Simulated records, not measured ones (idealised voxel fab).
Module name: voxel ribs on slabs (process module)
195 nm wide, 5 nm square cells: that's cross-section cut.
A cross-section in this document is a grid of square cells, and it is written down as bands, the top band listed before the ones below it; a band is made up of one or more rows of cells. Band: top height; bottom height; in nm. Then, left to right: material with width in nm, for each material. "throughout": a single material spanning edge to edge. "air": empty space. It should be noted that heights are counted from 0, beneath which the wafer as supplied is of one material throughout, and that the lowest band possesses no lower boundary but continues downward, as written in "z 0 and below". A two-number width, for instance "30..40", indicates that the width is equal to the first number in the top row of the band and to the second number in the bottom row, and that it changes by a constant amount per row of cells. Take "no modifications" at face value: in the step it is given for, the cross-section changed in none of its cells. The label "Closed void catalog" introduces a list of the empty spaces, 8 cells or larger, that have no open way up to the top; each entry in it reads width x height at distance, where the distance is taken from the left edge and all three are stated in nm. What comes after the settings on a step's line is commentary from the simulator itself on that step. overlay nm: step with mask; distance mask lay right of planned place; negative value = left of planned place.
BELOW IS THE LIST OF PLANNED PROCESS STEPS
1 RECEIVE with material Si
2 DIRECTIONAL_DEP with material SiO2, thk nm 25
3 DIRECTIONAL_DEP with material SiN, thk nm 20
4 PATTERN with tone cover, mask id RIB, material resist, width nm 25, thk nm 15, overlay nm 0
5 DIRECTIONAL_ETCH with etch materials SiN, depth nm 5
6 STRIP with etch materials resist
7 MASKED_ETCH with tone cover, mask id SLAB, width nm 85, etch materials SiN, depth nm 15, overlay nm 0
8 FILL_DEP with material SiO2, thk nm 20
9 CMP with height nm 60
10 DIRECTIONAL_DEP with material W, thk nm 10
11 DIRECTIONAL_DEP with material aC, thk nm 10
12 PATTERN with tone cover, mask id HEATER, material resist, width nm 35, thk nm 30, overlay nm 0
13 DIRECTIONAL_ETCH with etch materials aC, depth nm 10
14 STRIP with etch materials resist
15 DIRECTIONAL_ETCH with etch materials W, depth nm 10
16 STRIP with etch materials aC
17 CONFORMAL_DEP with material SiO2, thk nm 10
FIRST WAFER, TWO IN TOTAL, RUN AS PLANNED
DELIVERED WAFER IN CROSS-SECTION: STATE AFTER STEP 1
z 0 and below = Si throughout
Closed void catalog: none
THE WAFER IN CROSS-SECTION ONCE STEP 2 IS COMPLETE
z 25 to 0 = SiO2 throughout
Beneath the level 0, the cross-section is identical to its previous state.
THE WAFER IN CROSS-SECTION ONCE STEP 3 IS COMPLETE
z 45 to 25 = SiN throughout
Beneath the level 25, the cross-section is identical to its previous state.
THE WAFER IN CROSS-SECTION ONCE STEP 4 IS COMPLETE
z 60 to 45 = 85 air; 25 resist; 85 air
Beneath the level 45, the cross-section is identical to its previous state.
THE WAFER IN CROSS-SECTION ONCE STEP 5 IS COMPLETE
z 60 to 45 = 85 air; 25 resist; 85 air
z 45 to 40 = 85 air; 25 SiN; 85 air
Beneath the level 40, the cross-section is identical to its previous state.
THE WAFER IN CROSS-SECTION ONCE STEP 6 IS COMPLETE
z 45 to 40 = 85 air; 25 SiN; 85 air
Beneath the level 40, the cross-section is identical to its previous state.
THE WAFER IN CROSS-SECTION ONCE STEP 7 IS COMPLETE
z 45 to 40 = 85 air; 25 SiN; 85 air
z 40 to 25 = 55 air; 85 SiN; 55 air
Beneath the level 25, the cross-section is identical to its previous state.
THE WAFER IN CROSS-SECTION ONCE STEP 8 IS COMPLETE
z 65 to 45 = SiO2 throughout
z 45 to 40 = 85 SiO2; 25 SiN; 85 SiO2
z 40 to 25 = 55 SiO2; 85 SiN; 55 SiO2
Beneath the level 25, the cross-section is identical to its previous state.
THE WAFER IN CROSS-SECTION ONCE STEP 9 IS COMPLETE
z 60 to 45 = SiO2 throughout
Beneath the level 45, the cross-section is identical to its previous state.
THE WAFER IN CROSS-SECTION ONCE STEP 10 IS COMPLETE
z 70 to 60 = W throughout
Beneath the level 60, the cross-section is identical to its previous state.
THE WAFER IN CROSS-SECTION ONCE STEP 11 IS COMPLETE
z 80 to 70 = aC throughout
Beneath the level 70, the cross-section is identical to its previous state.
THE WAFER IN CROSS-SECTION ONCE STEP 12 IS COMPLETE
z 110 to 80 = 80 air; 35 resist; 80 air
Beneath the level 80, the cross-section is identical to its previous state.
THE WAFER IN CROSS-SECTION ONCE STEP 13 IS COMPLETE
z 100 to 80 = 80 air; 35 resist; 80 air
z 80 to 70 = 80 air; 35 aC; 80 air
Beneath the level 70, the cross-section is identical to its previous state.
THE WAFER IN CROSS-SECTION ONCE STEP 14 IS COMPLETE
z 80 to 70 = 80 air; 35 aC; 80 air
Beneath the level 70, the cross-section is identical to its previous state.
THE WAFER IN CROSS-SECTION ONCE STEP 15 IS COMPLETE
z 80 to 70 = 80 air; 35 aC; 80 air
z 70 to 60 = 80 air; 35 W; 80 air
Beneath the level 60, the cross-section is identical to its previous state.
THE WAFER IN CROSS-SECTION ONCE STEP 16 IS COMPLETE
z 70 to 60 = 80 air; 35 W; 80 air
Beneath the level 60, the cross-section is identical to its previous state.
THE WAFER IN CROSS-SECTION ONCE STEP 17 IS COMPLETE
z 80 to 70 = 70 air; 55 SiO2; 70 air
z 70 to 60 = 80 SiO2; 35 W; 80 SiO2
Beneath the level 60, the cross-section is identical to its previous state.
WHAT FOLLOWS CONCERNS THE SECOND WAFER, WHICH STARTED OUT LIKE THE FIRST AND WAS MEANT TO FOLLOW THE VERY SAME PLAN; ONE MISTAKE CREPT IN WHEN IT WAS RUN, BUT EVERYTHING UP TO AND INCLUDING STEP 1 IS THE SAME AS FOR THE FIRST WAFER
SECOND WAFER CROSS-SECTION, TAKEN AS OF THE TIME THE PLAN SETS FOR STEP 2 TO BE DONE
z 20 to 0 = SiN throughout
Beneath the level 0, the cross-section is identical to its previous state.
SECOND WAFER CROSS-SECTION, TAKEN AS OF THE TIME THE PLAN SETS FOR STEP 3 TO BE DONE
z 45 to 20 = SiO2 throughout
Beneath the level 20, the cross-section is identical to its previous state.
SECOND WAFER CROSS-SECTION, TAKEN AS OF THE TIME THE PLAN SETS FOR STEP 4 TO BE DONE
z 60 to 45 = 85 air; 25 resist; 85 air
Beneath the level 45, the cross-section is identical to its previous state.
Second wafer cross-section, taken as of the time the plan sets for step 5 to be done: no modifications
SECOND WAFER CROSS-SECTION, TAKEN AS OF THE TIME THE PLAN SETS FOR STEP 6 TO BE DONE
z 45 to 20 = SiO2 throughout
Beneath the level 20, the cross-section is identical to its previous state.
Second wafer cross-section, taken as of the time the plan sets for step 7 to be done: no modifications
SECOND WAFER CROSS-SECTION, TAKEN AS OF THE TIME THE PLAN SETS FOR STEP 8 TO BE DONE
z 65 to 20 = SiO2 throughout
Beneath the level 20, the cross-section is identical to its previous state.
SECOND WAFER CROSS-SECTION, TAKEN AS OF THE TIME THE PLAN SETS FOR STEP 9 TO BE DONE
z 60 to 20 = SiO2 throughout
Beneath the level 20, the cross-section is identical to its previous state.
SECOND WAFER CROSS-SECTION, TAKEN AS OF THE TIME THE PLAN SETS FOR STEP 10 TO BE DONE
z 70 to 60 = W throughout
Beneath the level 60, the cross-section is identical to its previous state.
SECOND WAFER CROSS-SECTION, TAKEN AS OF THE TIME THE PLAN SETS FOR STEP 11 TO BE DONE
z 80 to 70 = aC throughout
Beneath the level 70, the cross-section is identical to its previous state.
SECOND WAFER CROSS-SECTION, TAKEN AS OF THE TIME THE PLAN SETS FOR STEP 12 TO BE DONE
z 110 to 80 = 80 air; 35 resist; 80 air
Beneath the level 80, the cross-section is identical to its previous state.
SECOND WAFER CROSS-SECTION, TAKEN AS OF THE TIME THE PLAN SETS FOR STEP 13 TO BE DONE
z 100 to 80 = 80 air; 35 resist; 80 air
z 80 to 70 = 80 air; 35 aC; 80 air
Beneath the level 70, the cross-section is identical to its previous state.
SECOND WAFER CROSS-SECTION, TAKEN AS OF THE TIME THE PLAN SETS FOR STEP 14 TO BE DONE
z 80 to 70 = 80 air; 35 aC; 80 air
Beneath the level 70, the cross-section is identical to its previous state.
SECOND WAFER CROSS-SECTION, TAKEN AS OF THE TIME THE PLAN SETS FOR STEP 15 TO BE DONE
z 80 to 70 = 80 air; 35 aC; 80 air
z 70 to 60 = 80 air; 35 W; 80 air
Beneath the level 60, the cross-section is identical to its previous state.
SECOND WAFER CROSS-SECTION, TAKEN AS OF THE TIME THE PLAN SETS FOR STEP 16 TO BE DONE
z 70 to 60 = 80 air; 35 W; 80 air
Beneath the level 60, the cross-section is identical to its previous state.
SECOND WAFER CROSS-SECTION, TAKEN AS OF THE TIME THE PLAN SETS FOR STEP 17 TO BE DONE
z 80 to 70 = 70 air; 55 SiO2; 70 air
z 70 to 60 = 80 SiO2; 35 W; 80 SiO2
Beneath the level 60, the cross-section is identical to its previous state.
Which mistake was made when the wafer was run? plan steps 2 and 3 run swapped
Upon completion, the second wafer contains, in terms of cells, a greater or smaller amount of certain materials than the first wafer: +100 SiN; -100 SiO2
